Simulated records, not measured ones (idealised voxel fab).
The name of this process module is voxel lift off.
Square cells of 5 nm make up the cross-section cut, whose width is 250 nm.
When this document writes out a cross-section, it uses a grid of square cells and lists it as bands, beginning at the top and moving down, with a band standing for one or more rows of cells.
Heads up on the band format: heights come first, top then bottom, in nm. After that it's the materials left to right, each with its width in nm. A single material flagged "all across" fills the whole band edge to edge, and "air" means there's empty space there.
Below 0: as-received wafer, all one material; heights counted from there. Lowest band: no bottom, goes on down, written "0..down".
Top row gets the first number, bottom row gets the second, and each row in between changes by the same step: that is how a band width like "30 to 40" works.
Reading "remained unchanged" for a step: not a cell of the cross-section changed in it.
Each empty space that has no open way to the top and spans at least 8 cells appears under "Enclosed void entries" as width x height at distance, the distance counted from the left edge, all in nm.
Note: text after step settings on the step line = simulator remark on that step.
The setting "overlay nm" may be written on the line of a step. When the step uses a mask, the value reports how far to the right of the planned place the mask lay, and a negative value reports that it lay to the left.
Every pair from here on: before one process step, after it. The after cross-section reaches only to the lowest band that changed. Below the pair: the step in between and its settings. Pairs can belong to different runs of this module on the same starting wafer; a pair carries on from the pair above only if the entry headed "Pre-process cross-section" says so.
Pre-process cross-section:
> 0..down = Si all across
> Enclosed void entries: none
Post-Process Section:
> 15..0 = SiO2 all across
> Under the height 0 nothing was changed.
> Enclosed void entries: none
Which process step falls between the two cross-sections above? CONFORMAL_DEP,material SiO2,thk nm 15
Pre-process cross-section: The initial state for this step is given by the after cross-section of the immediately preceding pair.
Post-Process Section:
> 45..15 = resist 80 nm, air 30 nm, resist 25 nm, air 30 nm, resist 85 nm
> Under the height 15 nothing was changed.
> Enclosed void entries: none
Which process step falls between the two cross-sections above? PATTERN,tone open,mask id LINES,material resist,width nm 30,pitch nm 55,thk nm 30,overlay nm 0
Pre-process cross-section: The initial state for this step is given by the after cross-section of the immediately preceding pair.
Post-Process Section:
> 60..45 = Ru 80 nm, air 30 nm, Ru 25 nm, air 30 nm, Ru 85 nm
> 45..30 = resist 80 nm, air 30 nm, resist 25 nm, air 30 nm, resist 85 nm
> 30..15 = resist 80 nm, Ru 30 nm, resist 25 nm, Ru 30 nm, resist 85 nm
> Under the height 15 nothing was changed.
> Enclosed void entries: none
Which process step falls between the two cross-sections above? DIRECTIONAL_DEP,material Ru,thk nm 15
Pre-process cross-section: The initial state for this step is given by the after cross-section of the immediately preceding pair.
Post-Process Section:
> 30..15 = air 80 nm, Ru 30 nm, air 25 nm, Ru 30 nm, air 85 nm
> Under the height 15 nothing was changed.
> Enclosed void entries: none
Which process step falls between the two cross-sections above? STRIP,etch materials resist
Pre-process cross-section: The initial state for this step is given by the after cross-section of the immediately preceding pair.
Post-Process Section:
> 40..30 = air 70 nm, SiO2 50 nm, air 5 nm, SiO2 50 nm, air 75 nm
> 30..25 = air 70 nm, SiO2 10 nm, Ru 30 nm, SiO2 10 nm, air 5 nm, SiO2 10 nm, Ru 30 nm, SiO2 10 nm, air 75 nm
> 25..15 = SiO2 80 nm, Ru 30 nm, SiO2 25 nm, Ru 30 nm, SiO2 85 nm
> Under the height 15 nothing was changed.
> Enclosed void entries: none
Which process step falls between the two cross-sections above? CONFORMAL_DEP,material SiO2,thk nm 10
Pre-process cross-section:
> 15..0 = SiO2 all across
> 0..down = Si all across
> Enclosed void entries: none
Post-Process Section:
> 30..0 = SiO2 all across
> Under the height 0 nothing was changed.
> Enclosed void entries: none
Which process step falls between the two cross-sections above? CONFORMAL_DEP,material SiO2,thk nm 15
Pre-process cross-section: The initial state for this step is given by the after cross-section of the immediately preceding pair.
Post-Process Section:
> 60..30 = resist 80 nm, air 30 nm, resist 25 nm, air 30 nm, resist 85 nm
> Under the height 30 nothing was changed.
> Enclosed void entries: none
Which process step falls between the two cross-sections above? PATTERN,tone open,mask id LINES,material resist,width nm 30,pitch nm 55,thk nm 30,overlay nm 0
Pre-process cross-section: The initial state for this step is given by the after cross-section of the immediately preceding pair.
Post-Process Section:
> 75..60 = Ru 80 nm, air 30 nm, Ru 25 nm, air 30 nm, Ru 85 nm
> 60..45 = resist 80 nm, air 30 nm, resist 25 nm, air 30 nm, resist 85 nm
> 45..30 = resist 80 nm, Ru 30 nm, resist 25 nm, Ru 30 nm, resist 85 nm
> Under the height 30 nothing was changed.
> Enclosed void entries: none
Which process step falls between the two cross-sections above? DIRECTIONAL_DEP,material Ru,thk nm 15
Pre-process cross-section: The initial state for this step is given by the after cross-section of the immediately preceding pair.
Post-Process Section:
> 45..30 = air 80 nm, Ru 30 nm, air 25 nm, Ru 30 nm, air 85 nm
> Under the height 30 nothing was changed.
> Enclosed void entries: none
Which process step falls between the two cross-sections above? STRIP,etch materials resist
Pre-process cross-section: The initial state for this step is given by the after cross-section of the immediately preceding pair.
Post-Process Section:
> 55..45 = air 70 nm, SiO2 50 nm, air 5 nm, SiO2 50 nm, air 75 nm
> 45..40 = air 70 nm, SiO2 10 nm, Ru 30 nm, SiO2 10 nm, air 5 nm, SiO2 10 nm, Ru 30 nm, SiO2 10 nm, air 75 nm
> 40..30 = SiO2 80 nm, Ru 30 nm, SiO2 25 nm, Ru 30 nm, SiO2 85 nm
> Under the height 30 nothing was changed.
> Enclosed void entries: none
Which process step falls between the two cross-sections above? CONFORMAL_DEP,material SiO2,thk nm 10
Pre-process cross-section:
> 45..15 = resist 80 nm, air 30 nm, resist 25 nm, air 30 nm, resist 85 nm
> 15..0 = SiO2 all across
> 0..down = Si all across
> Enclosed void entries: none
Post-Process Section:
> 55..45 = Ru 80 nm, air 30 nm, Ru 25 nm, air 30 nm, Ru 85 nm
> 45..25 = resist 80 nm, air 30 nm, resist 25 nm, air 30 nm, resist 85 nm
> 25..15 = resist 80 nm, Ru 30 nm, resist 25 nm, Ru 30 nm, resist 85 nm
> Under the height 15 nothing was changed.
> Enclosed void entries: none
Which process step falls between the two cross-sections above? DIRECTIONAL_DEP,material Ru,thk nm 10
Pre-process cross-section: The initial state for this step is given by the after cross-section of the immediately preceding pair.
Post-Process Section:
> 25..15 = air 80 nm, Ru 30 nm, air 25 nm, Ru 30 nm, air 85 nm
> Under the height 15 nothing was changed.
> Enclosed void entries: none
Which process step falls between the two cross-sections above? STRIP,etch materials resist
Pre-process cross-section: The initial state for this step is given by the after cross-section of the immediately preceding pair.
Post-Process Section:
> 35..25 = air 70 nm, SiO2 50 nm, air 5 nm, SiO2 50 nm, air 75 nm
> 25..15 = SiO2 80 nm, Ru 30 nm, SiO2 25 nm, Ru 30 nm, SiO2 85 nm
> Under the height 15 nothing was changed.
> Enclosed void entries: none
Which process step falls between the two cross-sections above? CONFORMAL_DEP,material SiO2,thk nm 10
Pre-process cross-section:
> 15..0 = SiO2 all across
> 0..down = Si all across
> Enclosed void entries: none
Post-Process Section:
> 45..15 = resist 85 nm, air 25 nm, resist 30 nm, air 25 nm, resist 85 nm
> Under the height 15 nothing was changed.
> Enclosed void entries: none
Which process step falls between the two cross-sections above? PATTERN,tone open,mask id LINES,material resist,width nm 25,pitch nm 55,thk nm 30,overlay nm 0
Pre-process cross-section: The initial state for this step is given by the after cross-section of the immediately preceding pair.
Post-Process Section:
> 60..45 = Ru 85 nm, air 25 nm, Ru 30 nm, air 25 nm, Ru 85 nm
> 45..30 = resist 85 nm, air 25 nm, resist 30 nm, air 25 nm, resist 85 nm
> 30..15 = resist 85 nm, Ru 25 nm, resist 30 nm, Ru 25 nm, resist 85 nm
> Under the height 15 nothing was changed.
> Enclosed void entries: none
Which process step falls between the two cross-sections above? DIRECTIONAL_DEP,material Ru,thk nm 15
Pre-process cross-section: The initial state for this step is given by the after cross-section of the immediately preceding pair.
Post-Process Section:
> 30..15 = air 85 nm, Ru 25 nm, air 30 nm, Ru 25 nm, air 85 nm
> Under the height 15 nothing was changed.
> Enclosed void entries: none
Which process step falls between the two cross-sections above? STRIP,etch materials resist
Pre-process cross-section: The initial state for this step is given by the after cross-section of the immediately preceding pair.
Post-Process Section:
> 40..30 = air 75 nm, SiO2 45 nm, air 10 nm, SiO2 45 nm, air 75 nm
> 30..25 = air 75 nm, SiO2 10 nm, Ru 25 nm, SiO2 10 nm, air 10 nm, SiO2 10 nm, Ru 25 nm, SiO2 10 nm, air 75 nm
> 25..15 = SiO2 85 nm, Ru 25 nm, SiO2 30 nm, Ru 25 nm, SiO2 85 nm
> Under the height 15 nothing was changed.
> Enclosed void entries: none
Which process step falls between the two cross-sections above? CONFORMAL_DEP,material SiO2,thk nm 10
Pre-process cross-section:
> 15..0 = SiO2 all across
> 0..down = Si all across
> Enclosed void entries: none
Post-Process Section:
> 45..15 = resist 75 nm, air 30 nm, resist 25 nm, air 30 nm, resist 90 nm
> Under the height 15 nothing was changed.
> Enclosed void entries: none
Which process step falls between the two cross-sections above? PATTERN,tone open,mask id LINES,material resist,width nm 30,pitch nm 55,thk nm 30,overlay nm -5
Pre-process cross-section: The initial state for this step is given by the after cross-section of the immediately preceding pair.
Post-Process Section:
> 60..45 = Ru 75 nm, air 30 nm, Ru 25 nm, air 30 nm, Ru 90 nm
> 45..30 = resist 75 nm, air 30 nm, resist 25 nm, air 30 nm, resist 90 nm
> 30..15 = resist 75 nm, Ru 30 nm, resist 25 nm, Ru 30 nm, resist 90 nm
> Under the height 15 nothing was changed.
> Enclosed void entries: none
Which process step falls between the two cross-sections above? DIRECTIONAL_DEP,material Ru,thk nm 15
Pre-process cross-section: The initial state for this step is given by the after cross-section of the immediately preceding pair.
Post-Process Section:
> 30..15 = air 75 nm, Ru 30 nm, air 25 nm, Ru 30 nm, air 90 nm
> Under the height 15 nothing was changed.
> Enclosed void entries: none
Which process step falls between the two cross-sections above? STRIP,etch materials resist
Pre-process cross-section: The initial state for this step is given by the after cross-section of the immediately preceding pair.
Post-Process Section:
> 40..30 = air 65 nm, SiO2 50 nm, air 5 nm, SiO2 50 nm, air 80 nm
> 30..25 = air 65 nm, SiO2 10 nm, Ru 30 nm, SiO2 10 nm, air 5 nm, SiO2 10 nm, Ru 30 nm, SiO2 10 nm, air 80 nm
> 25..15 = SiO2 75 nm, Ru 30 nm, SiO2 25 nm, Ru 30 nm, SiO2 90 nm
> Under the height 15 nothing was changed.
> Enclosed void entries: none
Which process step falls between the two cross-sections above? CONFORMAL_DEP,material SiO2,thk nm 10
Pre-process cross-section:
> 45..15 = resist 80 nm, air 30 nm, resist 25 nm, air 30 nm, resist 85 nm
> 15..0 = SiO2 all across
> 0..down = Si all across
> Enclosed void entries: none
Post-Process Section:
> 60..45 = SiO2 80 nm, air 30 nm, SiO2 25 nm, air 30 nm, SiO2 85 nm
> 45..30 = resist 80 nm, air 30 nm, resist 25 nm, air 30 nm, resist 85 nm
> 30..15 = resist 80 nm, SiO2 30 nm, resist 25 nm, SiO2 30 nm, resist 85 nm
> Under the height 15 nothing was changed.
> Enclosed void entries: none
Which process step falls between the two cross-sections above? DIRECTIONAL_DEP,material SiO2,thk nm 15
Pre-process cross-section: The initial state for this step is given by the after cross-section of the immediately preceding pair.
Post-Process Section:
> 30..15 = air 80 nm, SiO2 30 nm, air 25 nm, SiO2 30 nm, air 85 nm
> Under the height 15 nothing was changed.
> Enclosed void entries: none
Which process step falls between the two cross-sections above? STRIP,etch materials resist
Pre-process cross-section: The initial state for this step is given by the after cross-section of the immediately preceding pair.
Post-Process Section:
> 40..25 = air 70 nm, SiO2 50 nm, air 5 nm, SiO2 50 nm, air 75 nm
> 25..0 = SiO2 all across
> Under the height 0 nothing was changed.
> Enclosed void entries: none
Which process step falls between the two cross-sections above? CONFORMAL_DEP,material SiO2,thk nm 10
Pre-process cross-section:
> 15..0 = SiO2 all across
> 0..down = Si all across
> Enclosed void entries: none
Post-Process Section:
> 45..15 = air 80 nm, resist 30 nm, air 25 nm, resist 30 nm, air 85 nm
> Under the height 15 nothing was changed.
> Enclosed void entries: none
Which process step falls between the two cross-sections above? PATTERN,tone cover,mask id LINES,material resist,width nm 30,pitch nm 55,thk nm 30,overlay nm 0
Pre-process cross-section: The initial state for this step is given by the after cross-section of the immediately preceding pair.
Post-Process Section:
> 60..45 = air 80 nm, Ru 30 nm, air 25 nm, Ru 30 nm, air 85 nm
> 45..30 = air 80 nm, resist 30 nm, air 25 nm, resist 30 nm, air 85 nm
> 30..15 = Ru 80 nm, resist 30 nm, Ru 25 nm, resist 30 nm, Ru 85 nm
> Under the height 15 nothing was changed.
> Enclosed void entries: none
Which process step falls between the two cross-sections above? DIRECTIONAL_DEP,material Ru,thk nm 15
Pre-process cross-section: The initial state for this step is given by the after cross-section of the immediately preceding pair.
Post-Process Section:
> 30..15 = Ru 80 nm, air 30 nm, Ru 25 nm, air 30 nm, Ru 85 nm
> Under the height 15 nothing was changed.
> Enclosed void entries: none
Which process step falls between the two cross-sections above? STRIP,etch materials resist
Pre-process cross-section: The initial state for this step is given by the after cross-section of the immediately preceding pair.
Post-Process Section:
> 40..30 = SiO2 90 nm, air 10 nm, SiO2 45 nm, air 10 nm, SiO2 95 nm
> 30..25 = Ru 80 nm, SiO2 10 nm, air 10 nm, SiO2 10 nm, Ru 25 nm, SiO2 10 nm, air 10 nm, SiO2 10 nm, Ru 85 nm
> 25..15 = Ru 80 nm, SiO2 30 nm, Ru 25 nm, SiO2 30 nm, Ru 85 nm
> Under the height 15 nothing was changed.
> Enclosed void entries: none
Which process step falls between the two cross-sections above? CONFORMAL_DEP,material SiO2,thk nm 10
